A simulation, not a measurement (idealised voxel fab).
The following is a process module called voxel transistor to metal.
Each square cell in cross-section cut measures 5 nm, and the section as a whole is 280 nm wide.
Heads up, the way a cross-section reads in here is a grid of square cells, handed over as bands from the top down, with every band being one or more rows of cells.
What a band's entry tells you: where the top is and where the bottom is, as heights in nm, and after that what lies inside, material by material from left to right, each with its width in nm. Empty space is written as the word "empty", and a single material marked with the word "everywhere" occupies the band from edge to edge.
Heads up on the height convention: 0 is the point under which the incoming wafer is all one material, and the lowest band has no bottom, it just keeps going down, like "0 -> down".
The notation "30 to 40" denotes a width that varies across the rows of cells in the band, beginning at the first number in the top row, finishing at the second number in the bottom row, and changing by an identical amount from each row to the next.
Key: "nothing different" - step with no changed cell in the cross-section.
Empty spaces without an open route to the top, at least 8 cells in extent, make up the entry "Encapsulated voids"; each is given as width x height at distance, where the distance is measured from the left edge, and all are in nm.
The remark found on a step's line after its settings is issued by the simulator itself and pertains to that step.
overlay nm: mask offset rightward from planned place, masked step; negative means leftward offset.

**So here's the lineup of process steps we planned**
1) op RECEIVE | material Si
2) op OXIDIZE | depth nm 5
3) op CONFORMAL_DEP | material SiN | thk nm 10
4) op MASKED_ETCH | tone cover | mask id ACTIVE | width nm 110 | pitch nm 140 | etch materials SiN | depth nm 10 | overlay nm 0
5) op MASKED_ETCH | tone cover | mask id ACTIVE | width nm 110 | pitch nm 140 | etch materials SiO2 | depth nm 5 | overlay nm 0
6) op MASKED_ETCH | tone cover | mask id ACTIVE | width nm 110 | pitch nm 140 | etch materials Si | depth nm 25 | overlay nm 0
7) op FILL_DEP | material SiO2 | thk nm 15
8) op CMP | height nm 10
9) op SELECTIVE_ETCH | etch materials SiO2 | depth nm 5
10) op STRIP | etch materials SiN
11) op SELECTIVE_ETCH | etch materials SiO2 | depth nm 5
12) op OXIDIZE | depth nm 5
13) op DIRECTIONAL_DEP | material polySi | thk nm 20
14) op DIRECTIONAL_DEP | material SiCN | thk nm 15
15) op DIRECTIONAL_DEP | material aC | thk nm 10
16) op PATTERN | tone cover | mask id GATE | material resist | width nm 30 | pitch nm 140 | thk nm 30 | overlay nm 0
17) op DIRECTIONAL_ETCH | etch materials aC | depth nm 10
18) op STRIP | etch materials resist
19) op DIRECTIONAL_ETCH | etch materials SiCN | depth nm 25
20) op DIRECTIONAL_ETCH | etch materials polySi | depth nm 30
21) op STRIP | etch materials aC
22) op CONFORMAL_DEP | material SiN | thk nm 10
23) op DIRECTIONAL_ETCH | etch materials SiN | depth nm 10
24) op DIRECTIONAL_ETCH | etch materials SiO2 | depth nm 5
25) op DIRECTIONAL_ETCH | etch materials Si | depth nm 5
26) op EPI | material pSi | thk nm 5
27) op FILL_DEP | material SiO2 | thk nm 5
28) op CMP | height nm 15
29) op STRIP | etch materials polySi
30) op SELECTIVE_ETCH | etch materials SiO2 | depth nm 5
31) op CONFORMAL_DEP | material HfO2 | thk nm 5
32) op CONFORMAL_DEP | material TiN | thk nm 5
33) op FILL_DEP | material W | thk nm 5
34) op CMP | height nm 10
35) op DIRECTIONAL_DEP | material SiO2 | thk nm 15
36) op DIRECTIONAL_DEP | material aC | thk nm 10
37) op PATTERN | tone open | mask id CONTACT | material resist | width nm 20 | thk nm 25 | overlay nm -5
38) op DIRECTIONAL_ETCH | etch materials aC | depth nm 10
39) op STRIP | etch materials resist
40) op DIRECTIONAL_ETCH | etch materials SiO2 | depth nm 35
41) op STRIP | etch materials aC
42) op CONFORMAL_DEP | material TiN | thk nm 5
43) op FILL_DEP | material W | thk nm 10
44) op CMP | height nm 25
45) op CONFORMAL_DEP | material SiN | thk nm 5
46) op DIRECTIONAL_DEP | material SiO2 | thk nm 20
47) op DIRECTIONAL_DEP | material aC | thk nm 15
48) op PATTERN | tone open | mask id METAL_1 | material resist | width nm 20 | thk nm 35 | overlay nm 0
49) op DIRECTIONAL_ETCH | etch materials aC | depth nm 15
50) op STRIP | etch materials resist
51) op DIRECTIONAL_ETCH | etch materials SiO2 | depth nm 20
52) op DIRECTIONAL_ETCH | etch materials SiN | depth nm 5
53) op STRIP | etch materials aC
54) op CONFORMAL_DEP | material TiN | thk nm 5
55) op FILL_DEP | material Cu | thk nm 5
56) op CMP | height nm 50
57) op EPI | material Ru | thk nm 5
58) op FILL_DEP | material SiCN | thk nm 5
59) op DIRECTIONAL_DEP | material lowk | thk nm 30
60) op MASKED_ETCH | tone open | mask id METAL_2_HOLES | width nm 15 | pitch nm 140 | etch materials lowk | depth nm 30 | overlay nm 0
61) op PATTERN | tone open | mask id METAL_2 | material resist | width nm 20 | pitch nm 140 | thk nm 15 | overlay nm 0
62) op DIRECTIONAL_ETCH | etch materials lowk | depth nm 15
63) op DIRECTIONAL_ETCH | etch materials SiCN | depth nm 5
64) op STRIP | etch materials resist
65) op CONFORMAL_DEP | material TiN | thk nm 5
66) op FILL_DEP | material Cu | thk nm 5
67) op CMP | height nm 90
68) op CONFORMAL_DEP | material SiCN | thk nm 5
Wafers differ in overlay nm at step 37; plan lists the first wafer's value; identical starting state.

**As-received cross-section, first of several wafers, post step 1**
0 -> down = Si everywhere
Encapsulated voids: none

**For your reference, the table is organized with a row per wafer; each row reflects the wafer at the end of the module, indicating for each material the cells gained (+) or lost (-) since receipt, and thereafter its closed voids**
overlay nm -5, +48 Cu, +28 HfO2, +24 Ru, -180 Si, +138 SiCN, +72 SiN, +404 SiO2, +160 TiN, +48 W, +294 lowk, +28 pSi, Encapsulated voids: none
overlay nm 0, +48 Cu, +28 HfO2, +24 Ru, -180 Si, +138 SiCN, +72 SiN, +400 SiO2, +160 TiN, +52 W, +294 lowk, +28 pSi, Encapsulated voids: none
overlay nm 5, +48 Cu, +28 HfO2, +24 Ru, -180 Si, +138 SiCN, +72 SiN, +404 SiO2, +160 TiN, +48 W, +294 lowk, +28 pSi, Encapsulated voids: none
